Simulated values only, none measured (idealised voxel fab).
Process module heading - voxel double patterning
cross-section cut | 250 nm wide | cells 5 nm
For the purposes of this document, a cross-section shall be understood as a grid of square cells, specified as bands listed in top-to-bottom order, each band consisting of one or more rows of cells. Per band: top height and bottom height in nm, followed by the left-to-right materials and their widths in nm; "full width" marks a single material spanning edge to edge, "blank" marks empty space. Where do heights start? At 0: under that level the wafer as delivered is made of one material only. And the lowest band has no floor; it just carries on downward, as in "0 nm and below". Width: "30..40" (first number = top row, second number = bottom row, same change from row to row of cells). Where the words "nothing different" appear for a step, the cross-section shows no cell changed by that step; every cell remained as before. Each empty space that has no open way to the top and spans at least 8 cells appears under "Enclosed empty spaces" as width x height at distance, the distance counted from the left edge, all in nm. It should be noted that, on the line of a given step, the content following the step's settings is a remark produced by the simulator itself with respect to that step. The line of a step may include "overlay nm". On a step with a mask, this value is how far to the right of its planned place the mask lay. A negative value means the mask lay to the left.

LIST OF PLANNED PROCESS STEPS
- 1: RECEIVE (material Si)
- 2: CONFORMAL_DEP (material SiN; thk nm 10)
- 3: DIRECTIONAL_DEP (material SiO2; thk nm 20)
- 4: DIRECTIONAL_DEP (material SiCN; thk nm 10)
- 5: MASKED_ETCH (tone open; mask id FIRST; width nm 15; pitch nm 50; etch materials SiCN; depth nm 10; overlay nm 0)
- 6: DIRECTIONAL_DEP (material aC; thk nm 10)
- 7: PATTERN (tone open; mask id SECOND; material resist; width nm 15; pitch nm 50; thk nm 30; overlay nm 0)
- 8: DIRECTIONAL_ETCH (etch materials aC; depth nm 10)
- 9: STRIP (etch materials resist)
- 10: DIRECTIONAL_ETCH (etch materials SiCN; depth nm 10)
- 11: STRIP (etch materials aC)
- 12: DIRECTIONAL_ETCH (etch materials SiO2; depth nm 20)
- 13: STRIP (etch materials SiCN)

FIRST OF TWO WAFERS - AS PLANNED

CROSS-SECTION: WAFER ON ARRIVAL = AFTER STEP 1
    0 nm and below | Si full width
    Enclosed empty spaces: none

AFTER STEP 2
    10 nm to 0 nm | SiN full width
    At heights below 0, the structure remains unaltered.

AFTER STEP 3
    30 nm to 10 nm | SiO2 full width
    At heights below 10, the structure remains unaltered.

AFTER STEP 4
    40 nm to 30 nm | SiCN full width
    At heights below 30, the structure remains unaltered.

AFTER STEP 5
    40 nm to 30 nm | SiCN 65 nm, then blank 15 nm, then SiCN 35 nm, then blank 15 nm, then SiCN 35 nm, then blank 15 nm, then SiCN 70 nm
    At heights below 30, the structure remains unaltered.

AFTER STEP 6
    50 nm to 40 nm | aC 65 nm, then blank 15 nm, then aC 35 nm, then blank 15 nm, then aC 35 nm, then blank 15 nm, then aC 70 nm
    40 nm to 30 nm | SiCN 65 nm, then aC 15 nm, then SiCN 35 nm, then aC 15 nm, then SiCN 35 nm, then aC 15 nm, then SiCN 70 nm
    At heights below 30, the structure remains unaltered.

AFTER STEP 7
    80 nm to 50 nm | resist 90 nm, then blank 15 nm, then resist 35 nm, then blank 15 nm, then resist 95 nm
    50 nm to 40 nm | aC 65 nm, then resist 15 nm, then aC 35 nm, then resist 15 nm, then aC 35 nm, then resist 15 nm, then aC 70 nm
    At heights below 40, the structure remains unaltered.

AFTER STEP 8
    70 nm to 50 nm | resist 90 nm, then blank 15 nm, then resist 35 nm, then blank 15 nm, then resist 95 nm
    50 nm to 40 nm | aC 65 nm, then resist 15 nm, then aC 10 nm, then blank 15 nm, then aC 10 nm, then resist 15 nm, then aC 10 nm, then blank 15 nm, then aC 10 nm, then resist 15 nm, then aC 70 nm
    At heights below 40, the structure remains unaltered.

AFTER STEP 9
    50 nm to 40 nm | aC 65 nm, then blank 15 nm, then aC 10 nm, then blank 15 nm, then aC 10 nm, then blank 15 nm, then aC 10 nm, then blank 15 nm, then aC 10 nm, then blank 15 nm, then aC 70 nm
    At heights below 40, the structure remains unaltered.

AFTER STEP 10
    50 nm to 40 nm | aC 65 nm, then blank 15 nm, then aC 10 nm, then blank 15 nm, then aC 10 nm, then blank 15 nm, then aC 10 nm, then blank 15 nm, then aC 10 nm, then blank 15 nm, then aC 70 nm
    40 nm to 30 nm | SiCN 65 nm, then aC 15 nm, then SiCN 10 nm, then blank 15 nm, then SiCN 10 nm, then aC 15 nm, then SiCN 10 nm, then blank 15 nm, then SiCN 10 nm, then aC 15 nm, then SiCN 70 nm
    At heights below 30, the structure remains unaltered.

AFTER STEP 11
    40 nm to 30 nm | SiCN 65 nm, then blank 15 nm, then SiCN 10 nm, then blank 15 nm, then SiCN 10 nm, then blank 15 nm, then SiCN 10 nm, then blank 15 nm, then SiCN 10 nm, then blank 15 nm, then SiCN 70 nm
    At heights below 30, the structure remains unaltered.

AFTER STEP 12
    40 nm to 30 nm | SiCN 65 nm, then blank 15 nm, then SiCN 10 nm, then blank 15 nm, then SiCN 10 nm, then blank 15 nm, then SiCN 10 nm, then blank 15 nm, then SiCN 10 nm, then blank 15 nm, then SiCN 70 nm
    30 nm to 10 nm | SiO2 65 nm, then blank 15 nm, then SiO2 10 nm, then blank 15 nm, then SiO2 10 nm, then blank 15 nm, then SiO2 10 nm, then blank 15 nm, then SiO2 10 nm, then blank 15 nm, then SiO2 70 nm
    At heights below 10, the structure remains unaltered.

AFTER STEP 13
    30 nm to 10 nm | SiO2 65 nm, then blank 15 nm, then SiO2 10 nm, then blank 15 nm, then SiO2 10 nm, then blank 15 nm, then SiO2 10 nm, then blank 15 nm, then SiO2 10 nm, then blank 15 nm, then SiO2 70 nm
    At heights below 10, the structure remains unaltered.

WAFER TWO: LIKE WAFER ONE IN START AND PLAN, BUT WITH ONE MISTAKE IN EXECUTION; IDENTICAL UP TO AND INCLUDING STEP 8

HERE IS THE SECOND WAFER IN CROSS-SECTION AT THE POINT WHERE STEP 9 OF THE PLAN SHOULD HAVE BEEN DONE
    70 nm to 50 nm | resist 90 nm, then blank 15 nm, then resist 35 nm, then blank 15 nm, then resist 95 nm
    50 nm to 40 nm | aC 65 nm, then resist 15 nm, then aC 10 nm, then blank 15 nm, then aC 10 nm, then resist 15 nm, then aC 10 nm, then blank 15 nm, then aC 10 nm, then resist 15 nm, then aC 70 nm
    40 nm to 30 nm | SiCN 65 nm, then aC 15 nm, then blank 35 nm, then aC 15 nm, then blank 35 nm, then aC 15 nm, then SiCN 70 nm
    At heights below 30, the structure remains unaltered.

Here is the second wafer in cross-section at the point where step 10 of the plan should have been done: nothing different

HERE IS THE SECOND WAFER IN CROSS-SECTION AT THE POINT WHERE STEP 11 OF THE PLAN SHOULD HAVE BEEN DONE
    40 nm to 30 nm | SiCN 65 nm, then blank 115 nm, then SiCN 70 nm
    At heights below 30, the structure remains unaltered.

HERE IS THE SECOND WAFER IN CROSS-SECTION AT THE POINT WHERE STEP 12 OF THE PLAN SHOULD HAVE BEEN DONE
    40 nm to 30 nm | SiCN 65 nm, then blank 115 nm, then SiCN 70 nm
    30 nm to 10 nm | SiO2 65 nm, then blank 115 nm, then SiO2 70 nm
    At heights below 10, the structure remains unaltered.

HERE IS THE SECOND WAFER IN CROSS-SECTION AT THE POINT WHERE STEP 13 OF THE PLAN SHOULD HAVE BEEN DONE
    30 nm to 10 nm | SiO2 65 nm, then blank 115 nm, then SiO2 70 nm
    At heights below 10, the structure remains unaltered.
Short version of what went wrong: step 9 did not use the planned setting and instead ran as STRIP (etch materials SiCN)
End check, counted in cells, second wafer has more or fewer of these materials than the first: -32 SiO2
